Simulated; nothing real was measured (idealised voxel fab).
process module | voxel lift off
cross-section cut | 170 nm wide | cells 5 nm
A cross-section is a grid of square cells, given in bands from the top down. A band is one or more rows of cells.
Each band's line starts with the height of the band's top and of its bottom, in nm. Then come its materials from left to right, each with its width in nm. One material with "throughout" fills the band from edge to edge. "air" is empty space.
Height 0 is the level under which the wafer as received is all one material. The lowest band goes on downwards, as in "0 down".
A width such as "30 to 40" changes by the same amount from each row of cells to the next, from the band's top row to its bottom row.
"no change" after a step means that no cell of the cross-section changed.
closed voids: empty space of 8 cells or more with no open way to the top, each as width x height at its distance from the left edge, in nm
after a step's settings: what the simulator itself notes on the step
overlay nm, on a step with a mask: how far to the right of its planned place the mask lay; to the left if negative
plan
1 op RECEIVE | material Si
2 op CONFORMAL_DEP | material Al2O3 | thk nm 15
3 op PATTERN | tone open | mask id LINES | material resist | width nm 25 | pitch nm 50 | thk nm 30 | overlay nm 0
4 op DIRECTIONAL_DEP | material Ru | thk nm 15
5 op STRIP | etch materials resist
6 op CONFORMAL_DEP | material SiN | thk nm 5
as received, after step 1
  0 down: Si throughout
  closed voids: none
first wafer at the end, as planned
  35 to 30: air 40 | SiN 35 | air 15 | SiN 35 | air 45
  30 to 20: air 40 | SiN 5 | Ru 25 | SiN 5 | air 15 | SiN 5 | Ru 25 | SiN 5 | air 45
  20 to 15: SiN 45 | Ru 25 | SiN 25 | Ru 25 | SiN 50
  15 to 0: Al2O3 throughout
  0 down: Si throughout
  closed voids: none
second wafer at the end: like start, like plan, one mistake
  35 to 30: air 45 | SiN 25 | air 25 | SiN 25 | air 50
  30 to 20: air 45 | SiN 5 | Ru 15 | SiN 5 | air 25 | SiN 5 | Ru 15 | SiN 5 | air 50
  20 to 15: SiN 50 | Ru 15 | SiN 35 | Ru 15 | SiN 55
  15 to 0: Al2O3 throughout
  0 down: Si throughout
  closed voids: none
what went wrong: step 3 ran as: op PATTERN | tone open | mask id LINES | material resist | width nm 15 | pitch nm 50 | thk nm 30 | overlay nm 0
at the end the second wafer has, in cells: 12 fewer of Ru
